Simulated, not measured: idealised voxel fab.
The document below concerns the process module designated voxel gate over fins.
Cross-sectional view cut (width: 215 nm; square cell size: 5 nm).
Each cross-section below is a grid of square cells, stated as bands in top-down order, with one or more rows of cells making up each band. Heights first: top, then bottom, in nm. Then materials, left to right, each with a width in nm. "everywhere" on a single material: fills the band edge to edge. "blank": empty space. Ref level 0: as-received wafer is one material below here. Bottom band extends down with no lower bound ("0 and below"). The width entry "30 to 40" should be interpreted row by row: the top row of cells in the band takes the first number, the bottom row takes the second number, and the change between adjacent rows is uniform throughout. "nothing different" -> step changed no cross-section cell. Empty spaces counting at least 8 cells and having no open way to the top are listed in "Trapped cavities". The notation width x height at distance is used for each, the distance being from the left edge and all three values in nm. It should be noted that, on the line of a given step, the content following the step's settings is a remark produced by the simulator itself with respect to that step. Among the settings permitted on a step's line is "overlay nm"; applied to a step with a mask, it specifies the extent to which the mask lay to the right of its planned position, whereas a negative figure signifies a position to the left.
### Below is the list of planned process steps
1 RECEIVE,material Si
2 CONFORMAL_DEP,material SiN,thk nm 10
3 DIRECTIONAL_DEP,material aC,thk nm 10
4 PATTERN,tone cover,mask id FINS,material resist,width nm 15,pitch nm 45,thk nm 25,overlay nm 0
5 DIRECTIONAL_ETCH,etch materials aC,depth nm 10
6 STRIP,etch materials resist
7 DIRECTIONAL_ETCH,etch materials SiN,depth nm 10
8 DIRECTIONAL_ETCH,etch materials Si,depth nm 35
9 STRIP,etch materials aC
10 FILL_DEP,material SiO2,thk nm 15
11 CMP,height nm 10
12 SELECTIVE_ETCH,etch materials SiO2,depth nm 25
13 STRIP,etch materials SiN
14 CONFORMAL_DEP,material HfO2,thk nm 5
15 CONFORMAL_DEP,material TiN,thk nm 5
16 FILL_DEP,material W,thk nm 10
17 CMP,height nm 15
18 CONFORMAL_DEP,material SiCN,thk nm 10
### Wafer as received: cross-section following step 1
- 0 and below  Si everywhere
- Trapped cavities: none
### The cross-section shown corresponds to the wafer at the conclusion of the module. The initial structure and the process plan are those presented above; however, one mistake occurred in executing the plan
- 25 down to 15  SiCN everywhere
- 15 down to 10  W everywhere
- 10 down to 5  W 45, TiN 35, W 10, TiN 35, W 10, TiN 35, W 45
- 5 down to 0  W 45, TiN 5, HfO2 25, TiN 5, W 10, TiN 5, HfO2 25, TiN 5, W 10, TiN 5, HfO2 25, TiN 5, W 45
- 0 down to -5  W 45, TiN 5, HfO2 5, Si 15, HfO2 5, TiN 5, W 10, TiN 5, HfO2 5, Si 15, HfO2 5, TiN 5, W 10, TiN 5, HfO2 5, Si 15, HfO2 5, TiN 5, W 45
- -5 down to -10  TiN 50, HfO2 5, Si 15, HfO2 5, TiN 20, HfO2 5, Si 15, HfO2 5, TiN 20, HfO2 5, Si 15, HfO2 5, TiN 50
- -10 down to -15  HfO2 55, Si 15, HfO2 30, Si 15, HfO2 30, Si 15, HfO2 55
- -15 down to -25  SiO2 55, Si 15, SiO2 30, Si 15, SiO2 30, Si 15, SiO2 55
- -25 and below  Si everywhere
- Trapped cavities: none
What was the processing mistake? step 8, actual vs plan mismatch, actual run DIRECTIONAL_ETCH,etch materials Si,depth nm 25
